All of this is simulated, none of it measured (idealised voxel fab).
process module | voxel self aligned vias
cross-section cut | 210 nm wide | cells 5 nm
A cross-section is a grid of square cells, given in bands from the top down. A band is one or more rows of cells.
Each band's line starts with the height of the band's top and of its bottom, in nm. Then come its materials from left to right, each with its width in nm. One material with "throughout" fills the band from edge to edge. "air" is empty space.
Height 0 is the level under which the wafer as received is all one material. The lowest band goes on downwards, as in "0 down".
A width such as "30 to 40" changes by the same amount from each row of cells to the next, from the band's top row to its bottom row.
"no change" after a step means that no cell of the cross-section changed.
closed voids: empty space of 8 cells or more with no open way to the top, each as width x height at its distance from the left edge, in nm
after a step's settings: what the simulator itself notes on the step
overlay nm, on a step with a mask: how far to the right of its planned place the mask lay; to the left if negative
plan
1 op RECEIVE | material Si
2 op CONFORMAL_DEP | material SiO2 | thk nm 15
3 op CONFORMAL_DEP | material SiCN | thk nm 5
4 op DIRECTIONAL_DEP | material SiO2 | thk nm 30
5 op DIRECTIONAL_DEP | material aC | thk nm 15
6 op PATTERN | tone open | mask id LINES | material resist | width nm 30 | pitch nm 65 | thk nm 30 | overlay nm 0
7 op DIRECTIONAL_ETCH | etch materials aC | depth nm 15
8 op STRIP | etch materials resist
9 op DIRECTIONAL_ETCH | etch materials SiO2 | depth nm 30
10 op STRIP | etch materials aC
11 op CONFORMAL_DEP | material TiN | thk nm 5
12 op FILL_DEP | material W | thk nm 10
13 op CMP | height nm 50
14 op SELECTIVE_ETCH | etch materials W Ru TiN | depth nm 5
15 op FILL_DEP | material SiN | thk nm 10
16 op CMP | height nm 50
17 op DIRECTIONAL_DEP | material SiO2 | thk nm 20
18 op PATTERN | tone open | mask id VIAS | material resist | width nm 40 | thk nm 15 | overlay nm 0
19 op DIRECTIONAL_ETCH | etch materials SiO2 | depth nm 20
20 op DIRECTIONAL_ETCH | etch materials SiN | depth nm 5
21 op STRIP | etch materials resist
22 op CONFORMAL_DEP | material TiN | thk nm 5
23 op FILL_DEP | material Ru | thk nm 10
24 op CMP | height nm 70
25 op CONFORMAL_DEP | material SiN | thk nm 5
as received, after step 1
  0 down: Si throughout
  closed voids: none
a wafer at the end: this start, this plan, one mistake
  75 to 70: SiN throughout
  70 to 50: SiO2 55 | TiN 5 | Ru 20 | TiN 5 | SiO2 125
  50 to 45: SiO2 55 | TiN 30 | SiO2 35 | SiN 30 | SiO2 60
  45 to 25: SiO2 55 | TiN 5 | W 20 | TiN 5 | SiO2 35 | TiN 5 | W 20 | TiN 5 | SiO2 60
  25 to 20: SiO2 55 | TiN 30 | SiO2 35 | TiN 30 | SiO2 60
  20 to 15: SiCN throughout
  15 to 0: SiO2 throughout
  0 down: Si throughout
  closed voids: none
what went wrong: step 18 ran as: op PATTERN | tone open | mask id VIAS | material resist | width nm 30 | thk nm 15 | overlay nm 0
